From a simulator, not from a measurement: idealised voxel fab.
process module | voxel quadruple lines
For reference, the cross-section in this document is cut, with width 290 nm and square cells of 5 nm.
Format of a cross-section: grid, square cells. Given as bands. Order: top down. Band: one or more rows of cells. This entry defines a band. It first specifies the height of the band's top and the height of its bottom in nm, and then specifies the band's materials from left to right, stating each material with its width in nm. The word "all across" identifies a single material that fills the band from edge to edge, while the word "empty" identifies empty space. We count height from 0. Below that, the starting wafer is all one material. The lowest band never ends at the bottom but goes on down; see "0..down" for how that is written. Quick explanation for "30->40": the width changes in equal steps down the rows of cells, from the first number in the band's top row to the second number in its bottom row. "identical to before" for a step: no cell of the cross-section changed in that step. You'll see "Closed void roster" listing empty spaces that have no way open to the top, as long as they're 8 cells or more; the notation is width x height at distance, where the distance is from the left edge, and all of it is in nm. That trailing text on a step's line, after the settings, is the simulator's own remark on the step. overlay nm: where the mask lay relative to plan, measured to the right, on steps with a mask; negatives go left.
### Below is the list of planned process steps
1: RECEIVE, material Si
2: CONFORMAL_DEP, material Al2O3, thk nm 10
3: DIRECTIONAL_DEP, material Ru, thk nm 15
4: DIRECTIONAL_DEP, material polySi, thk nm 20
5: DIRECTIONAL_DEP, material aC, thk nm 20
6: PATTERN, tone cover, mask id MANDREL, material resist, width nm 25, thk nm 30, overlay nm 0
7: DIRECTIONAL_ETCH, etch materials aC, depth nm 20
8: STRIP, etch materials resist
9: CONFORMAL_DEP, material SiO2, thk nm 15
10: DIRECTIONAL_ETCH, etch materials SiO2, depth nm 15
11: STRIP, etch materials aC
12: DIRECTIONAL_ETCH, etch materials polySi, depth nm 20
13: STRIP, etch materials SiO2
14: CONFORMAL_DEP, material SiN, thk nm 5
15: DIRECTIONAL_ETCH, etch materials SiN, depth nm 5
16: STRIP, etch materials polySi
17: DIRECTIONAL_ETCH, etch materials Ru, depth nm 15
18: STRIP, etch materials SiN
19: FILL_DEP, material lowk, thk nm 5
20: CMP, height nm 25
### Cross-section: wafer on arrival = after step 1
    0..down: Si all across
    Closed void roster: none
### Here's the wafer cut in cross-section after the module, started and planned just like above, except one thing was done wrong in the run
    25..10: lowk=110  Ru=5  lowk=15  Ru=5  lowk=20  Ru=5  lowk=15  Ru=5  lowk=110
    10..0: Al2O3 all across
    0..down: Si all across
    Closed void roster: none
The plan and the run diverged here: step 6 did not use the planned setting and instead ran as PATTERN, tone cover, mask id MANDREL, material resist, width nm 30, thk nm 30, overlay nm 0
